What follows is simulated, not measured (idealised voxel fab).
Documented hereafter: the process module known as voxel double patterning.
Shown is cross-section cut, with a width of 170 nm and square cells of size 5 nm.
In this document a cross-section is written as a grid of square cells. It is given as a series of bands, listed from the top down, and a band is one or more rows of cells.
Band: top height; bottom height; in nm. Then, left to right: material with width in nm, for each material. "everywhere": a single material spanning edge to edge. "blank": empty space.
Measure heights from 0. That's the level where, below it, the as-received wafer is all one material. The lowest band is bottomless and extends downward; write it as in "0 nm and below".
The expression "30->40" gives the width at the extremes of the band, the first number at its top row of cells and the second at its bottom row, with the width changing by equal amounts from each row to the next in between.
Step note "nothing altered" = no cross-section cell changed.
"Closed void register" means: voids of 8 cells or more that are shut off from the top with no open way through. Written width x height at distance, distance from the left edge, in nm.
after a step's settings: what the simulator itself notes on the step
When a step includes a mask, the "overlay nm" setting on its line states how far to the right of its planned place that mask lay, and negative values state how far to the left.
These are the steps we planned for the process:
1: RECEIVE | material Si
2: CONFORMAL_DEP | material SiN | thk nm 10
3: DIRECTIONAL_DEP | material SiO2 | thk nm 10
4: DIRECTIONAL_DEP | material SiCN | thk nm 5
5: DIRECTIONAL_DEP | material aC | thk nm 15
6: PATTERN | tone open | mask id FIRST | material resist | width nm 15 | pitch nm 50 | thk nm 30 | overlay nm 0
7: DIRECTIONAL_ETCH | etch materials aC | depth nm 15
8: STRIP | etch materials resist
9: DIRECTIONAL_ETCH | etch materials SiCN | depth nm 5
10: STRIP | etch materials aC
11: DIRECTIONAL_DEP | material aC | thk nm 15
12: PATTERN | tone open | mask id SECOND | material resist | width nm 15 | pitch nm 50 | thk nm 30 | overlay nm 0
13: DIRECTIONAL_ETCH | etch materials aC | depth nm 15
14: STRIP | etch materials resist
15: DIRECTIONAL_ETCH | etch materials SiCN | depth nm 5
16: STRIP | etch materials aC
17: DIRECTIONAL_ETCH | etch materials SiO2 | depth nm 10
18: STRIP | etch materials SiCN
First out of two wafers; run went to plan:
The cross-section here shows the wafer as received, i.e. in its state after step 1:
* 0 nm and below = Si everywhere
* Closed void register: none
Cross-sectional representation of the wafer at the conclusion of step 2:
* 10 nm to 0 nm = SiN everywhere
* Below a height of 0, the structure has not been altered.
Cross-sectional representation of the wafer at the conclusion of step 3:
* 20 nm to 10 nm = SiO2 everywhere
* Below a height of 10, the structure has not been altered.
Cross-sectional representation of the wafer at the conclusion of step 4:
* 25 nm to 20 nm = SiCN everywhere
* Below a height of 20, the structure has not been altered.
Cross-sectional representation of the wafer at the conclusion of step 5:
* 40 nm to 25 nm = aC everywhere
* Below a height of 25, the structure has not been altered.
Cross-sectional representation of the wafer at the conclusion of step 6:
* 70 nm to 40 nm = resist=25 | blank=15 | resist=35 | blank=15 | resist=35 | blank=15 | resist=30
* Below a height of 40, the structure has not been altered.
Cross-sectional representation of the wafer at the conclusion of step 7:
* 55 nm to 40 nm = resist=25 | blank=15 | resist=35 | blank=15 | resist=35 | blank=15 | resist=30
* 40 nm to 25 nm = aC=25 | blank=15 | aC=35 | blank=15 | aC=35 | blank=15 | aC=30
* Below a height of 25, the structure has not been altered.
Cross-sectional representation of the wafer at the conclusion of step 8:
* 40 nm to 25 nm = aC=25 | blank=15 | aC=35 | blank=15 | aC=35 | blank=15 | aC=30
* Below a height of 25, the structure has not been altered.
Cross-sectional representation of the wafer at the conclusion of step 9:
* 40 nm to 25 nm = aC=25 | blank=15 | aC=35 | blank=15 | aC=35 | blank=15 | aC=30
* 25 nm to 20 nm = SiCN=25 | blank=15 | SiCN=35 | blank=15 | SiCN=35 | blank=15 | SiCN=30
* Below a height of 20, the structure has not been altered.
Cross-sectional representation of the wafer at the conclusion of step 10:
* 25 nm to 20 nm = SiCN=25 | blank=15 | SiCN=35 | blank=15 | SiCN=35 | blank=15 | SiCN=30
* Below a height of 20, the structure has not been altered.
Cross-sectional representation of the wafer at the conclusion of step 11:
* 40 nm to 35 nm = aC=25 | blank=15 | aC=35 | blank=15 | aC=35 | blank=15 | aC=30
* 35 nm to 25 nm = aC everywhere
* 25 nm to 20 nm = SiCN=25 | aC=15 | SiCN=35 | aC=15 | SiCN=35 | aC=15 | SiCN=30
* Below a height of 20, the structure has not been altered.
Cross-sectional representation of the wafer at the conclusion of step 12:
* 70 nm to 40 nm = resist=50 | blank=15 | resist=35 | blank=15 | resist=55
* 40 nm to 35 nm = aC=25 | resist=15 | aC=35 | resist=15 | aC=35 | resist=15 | aC=30
* Below a height of 35, the structure has not been altered.
Cross-sectional representation of the wafer at the conclusion of step 13:
* 55 nm to 40 nm = resist=50 | blank=15 | resist=35 | blank=15 | resist=55
* 40 nm to 35 nm = aC=25 | resist=15 | aC=10 | blank=15 | aC=10 | resist=15 | aC=10 | blank=15 | aC=10 | resist=15 | aC=30
* 35 nm to 25 nm = aC=50 | blank=15 | aC=35 | blank=15 | aC=55
* Below a height of 25, the structure has not been altered.
Cross-sectional representation of the wafer at the conclusion of step 14:
* 40 nm to 35 nm = aC=25 | blank=15 | aC=10 | blank=15 | aC=10 | blank=15 | aC=10 | blank=15 | aC=10 | blank=15 | aC=30
* Below a height of 35, the structure has not been altered.
Cross-sectional representation of the wafer at the conclusion of step 15:
* 40 nm to 35 nm = aC=25 | blank=15 | aC=10 | blank=15 | aC=10 | blank=15 | aC=10 | blank=15 | aC=10 | blank=15 | aC=30
* 35 nm to 25 nm = aC=50 | blank=15 | aC=35 | blank=15 | aC=55
* 25 nm to 20 nm = SiCN=25 | aC=15 | SiCN=10 | blank=15 | SiCN=10 | aC=15 | SiCN=10 | blank=15 | SiCN=10 | aC=15 | SiCN=30
* Below a height of 20, the structure has not been altered.
Cross-sectional representation of the wafer at the conclusion of step 16:
* 25 nm to 20 nm = SiCN=25 | blank=15 | SiCN=10 | blank=15 | SiCN=10 | blank=15 | SiCN=10 | blank=15 | SiCN=10 | blank=15 | SiCN=30
* Below a height of 20, the structure has not been altered.
Cross-sectional representation of the wafer at the conclusion of step 17:
* 25 nm to 20 nm = SiCN=25 | blank=15 | SiCN=10 | blank=15 | SiCN=10 | blank=15 | SiCN=10 | blank=15 | SiCN=10 | blank=15 | SiCN=30
* 20 nm to 10 nm = SiO2=25 | blank=15 | SiO2=10 | blank=15 | SiO2=10 | blank=15 | SiO2=10 | blank=15 | SiO2=10 | blank=15 | SiO2=30
* Below a height of 10, the structure has not been altered.
Cross-sectional representation of the wafer at the conclusion of step 18:
* 20 nm to 10 nm = SiO2=25 | blank=15 | SiO2=10 | blank=15 | SiO2=10 | blank=15 | SiO2=10 | blank=15 | SiO2=10 | blank=15 | SiO2=30
* Below a height of 10, the structure has not been altered.
The Second Wafer: Common Origin and Plan, One Mistake in Execution, Identical to the First Through Step 11:
when step 12 should have ended:
* 70 nm to 40 nm = blank=50 | resist=15 | blank=35 | resist=15 | blank=55
* Below a height of 40, the structure has not been altered.
when step 13 should have ended:
* 55 nm to 40 nm = blank=50 | resist=15 | blank=35 | resist=15 | blank=55
* 40 nm to 25 nm = blank=50 | aC=15 | blank=35 | aC=15 | blank=55
* 25 nm to 20 nm = SiCN=25 | blank=15 | SiCN=35 | blank=15 | SiCN=35 | blank=15 | SiCN=30
* Below a height of 20, the structure has not been altered.
when step 14 should have ended:
* 40 nm to 25 nm = blank=50 | aC=15 | blank=35 | aC=15 | blank=55
* Below a height of 25, the structure has not been altered.
when step 15 should have ended:
* 40 nm to 25 nm = blank=50 | aC=15 | blank=35 | aC=15 | blank=55
* 25 nm to 20 nm = blank=50 | SiCN=15 | blank=35 | SiCN=15 | blank=55
* Below a height of 20, the structure has not been altered.
when step 16 should have ended:
* 25 nm to 20 nm = blank=50 | SiCN=15 | blank=35 | SiCN=15 | blank=55
* Below a height of 20, the structure has not been altered.
when step 17 should have ended:
* 25 nm to 20 nm = blank=50 | SiCN=15 | blank=35 | SiCN=15 | blank=55
* 20 nm to 10 nm = blank=50 | SiO2=15 | blank=35 | SiO2=15 | blank=55
* Below a height of 10, the structure has not been altered.
when step 18 should have ended:
* 20 nm to 10 nm = blank=50 | SiO2=15 | blank=35 | SiO2=15 | blank=55
* Below a height of 10, the structure has not been altered.
What went wrong in running the wafer? step 12 ran differently from the plan; actual operation with settings: PATTERN | tone cover | mask id SECOND | material resist | width nm 15 | pitch nm 50 | thk nm 30 | overlay nm 0
It is noted that, at the conclusion of processing, the second wafer exhibits a higher or lower cell count for certain materials relative to the first: SiO2: 26 fewer
